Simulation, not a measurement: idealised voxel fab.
The process module presented herein is designated voxel wiring stack.
Square cell edge 5 nm, section width 160 nm, ID cut.
A cross-section is a grid of square cells, given in bands from the top down. A band is one or more rows of cells.
Per band: top height and bottom height in nm, followed by the left-to-right materials and their widths in nm; "everywhere" marks a single material spanning edge to edge, "blank" marks empty space.
Heights from 0 (as-received wafer is one material below). Bottom band endless downward, as "0 down".
The notation "30->40" denotes a width that varies across the rows of cells in the band, beginning at the first number in the top row, finishing at the second number in the bottom row, and changing by an identical amount from each row to the next.
Basically "all unchanged" means that step didn't change any cell in the cross-section.
"Closed-off voids" enumerates empty spaces isolated from the top, with no open way to it, that contain at least 8 cells, giving each as width x height at distance from the left edge, all three in nm.
On each step's line, the part that comes after the settings is the simulator's own comment on the step.
overlay nm: mask right of planned place by this much (step with mask). Neg. = left.
Planned step list for the process
1) RECEIVE: material Si
2) CONFORMAL_DEP: material SiO2, thk nm 10
3) CONFORMAL_DEP: material SiN, thk nm 5
4) DIRECTIONAL_DEP: material SiO2, thk nm 20
5) DIRECTIONAL_DEP: material aC, thk nm 15
6) PATTERN: tone open, mask id METAL_1, material resist, width nm 25, pitch nm 45, thk nm 30, overlay nm 0
7) DIRECTIONAL_ETCH: etch materials aC, depth nm 15
8) STRIP: etch materials resist
9) DIRECTIONAL_ETCH: etch materials SiO2, depth nm 20
10) DIRECTIONAL_ETCH: etch materials SiN, depth nm 5
11) STRIP: etch materials aC
12) CONFORMAL_DEP: material TiN, thk nm 5
13) FILL_DEP: material Ru, thk nm 5
14) CMP: height nm 35
15) CONFORMAL_DEP: material SiCN, thk nm 5
16) DIRECTIONAL_DEP: material lowk, thk nm 20
17) DIRECTIONAL_DEP: material aC, thk nm 10
18) PATTERN: tone open, mask id PLUG_1, material resist, width nm 15, thk nm 30, overlay nm 0
19) DIRECTIONAL_ETCH: etch materials aC, depth nm 10
20) STRIP: etch materials resist
21) DIRECTIONAL_ETCH: etch materials lowk, depth nm 20
22) DIRECTIONAL_ETCH: etch materials SiCN, depth nm 5
23) STRIP: etch materials aC
24) EPI: material Ru, thk nm 10
25) EPI: material Ru, thk nm 10
26) EPI: material Ru, thk nm 5
27) DIRECTIONAL_DEP: material TiN, thk nm 5
28) DIRECTIONAL_DEP: material Ru, thk nm 20
29) MASKED_ETCH: tone cover, mask id METAL_2, width nm 25, pitch nm 45, etch materials Ru, depth nm 20, overlay nm 0
30) MASKED_ETCH: tone cover, mask id METAL_2, width nm 25, pitch nm 45, etch materials TiN, depth nm 5, overlay nm 0
31) FILL_DEP: material SiO2, thk nm 10
32) CMP: height nm 85
33) CONFORMAL_DEP: material SiCN, thk nm 5
34) DIRECTIONAL_DEP: material lowk, thk nm 35
35) DIRECTIONAL_DEP: material aC, thk nm 15
36) PATTERN: tone open, mask id METAL_3_HOLES, material resist, width nm 15, thk nm 35, overlay nm 0
37) DIRECTIONAL_ETCH: etch materials aC, depth nm 15
38) STRIP: etch materials resist
39) DIRECTIONAL_ETCH: etch materials lowk, depth nm 35
40) STRIP: etch materials aC
41) PATTERN: tone open, mask id METAL_3, material resist, width nm 25, pitch nm 45, thk nm 20, overlay nm 0
42) DIRECTIONAL_ETCH: etch materials lowk, depth nm 20
43) DIRECTIONAL_ETCH: etch materials SiCN, depth nm 5
44) STRIP: etch materials resist
45) CONFORMAL_DEP: material TiN, thk nm 5
46) FILL_DEP: material Cu, thk nm 10
47) CMP: height nm 125
48) CONFORMAL_DEP: material SiCN, thk nm 5
Be aware that, although all wafers share a common starting state, the width nm at step 36 differs among them, and the plan displays the first wafer's value.
The first of several wafers, as received after step 1, seen in section
0 down: Si everywhere
Closed-off voids: none
Once step 48, the last step, is complete, the module is at its end; this is the cross-section of the first of several wafers
130 to 125: SiCN everywhere
125 to 110: lowk (45); TiN (5); Cu (15); TiN (5); lowk (20); TiN (5); Cu (15); TiN (5); lowk (45)
110 to 105: lowk (45); TiN (5); Cu (5); TiN (15); lowk (20); TiN (25); lowk (45)
105 to 90: lowk (45); TiN (5); Cu (5); TiN (5); lowk (100)
90 to 85: SiCN (45); TiN (15); SiCN (100)
85 to 65: SiO2 (45); Ru (25); SiO2 (20); Ru (25); SiO2 (45)
65 to 60: SiO2 (45); TiN (25); SiO2 (20); TiN (25); SiO2 (45)
60 to 40: lowk (45); Ru (15); lowk (100)
40 to 35: SiCN (45); Ru (15); SiCN (100)
35 to 15: SiO2 (45); TiN (5); Ru (15); TiN (5); SiO2 (20); TiN (5); Ru (15); TiN (5); SiO2 (45)
15 to 10: SiN (45); TiN (25); SiN (20); TiN (25); SiN (45)
10 to 0: SiO2 everywhere
0 down: Si everywhere
Closed-off voids: none
Here we cross-sectioned the last of the wafers once the module was done
130 to 125: SiCN everywhere
125 to 110: lowk (40); TiN (5); Cu (20); TiN (5); lowk (20); TiN (5); Cu (15); TiN (5); lowk (45)
110 to 105: lowk (40); TiN (5); Cu (20); TiN (5); lowk (20); TiN (25); lowk (45)
105 to 95: lowk (40); TiN (5); Cu (20); TiN (5); lowk (90)
95 to 90: lowk (40); TiN (10); Cu (15); TiN (5); lowk (90)
90 to 85: SiCN (45); TiN (25); SiCN (90)
85 to 65: SiO2 (45); Ru (25); SiO2 (20); Ru (25); SiO2 (45)
65 to 60: SiO2 (45); TiN (25); SiO2 (20); TiN (25); SiO2 (45)
60 to 40: lowk (45); Ru (15); lowk (100)
40 to 35: SiCN (45); Ru (15); SiCN (100)
35 to 15: SiO2 (45); TiN (5); Ru (15); TiN (5); SiO2 (20); TiN (5); Ru (15); TiN (5); SiO2 (45)
15 to 10: SiN (45); TiN (25); SiN (20); TiN (25); SiN (45)
10 to 0: SiO2 everywhere
0 down: Si everywhere
Closed-off voids: none
wafer rows; end of module; cells per material since receipt: (+) gained, (-) lost; then closed voids
width nm 15, +22 Cu, +79 Ru, +90 SiCN, +22 SiN, +262 SiO2, +66 TiN, +291 lowk, Closed-off voids: none
width nm 20, +26 Cu, +79 Ru, +89 SiCN, +22 SiN, +262 SiO2, +66 TiN, +288 lowk, Closed-off voids: none
width nm 25, +32 Cu, +79 Ru, +89 SiCN, +22 SiN, +262 SiO2, +67 TiN, +281 lowk, Closed-off voids: none
width nm 30, +36 Cu, +79 Ru, +88 SiCN, +22 SiN, +262 SiO2, +67 TiN, +278 lowk, Closed-off voids: none
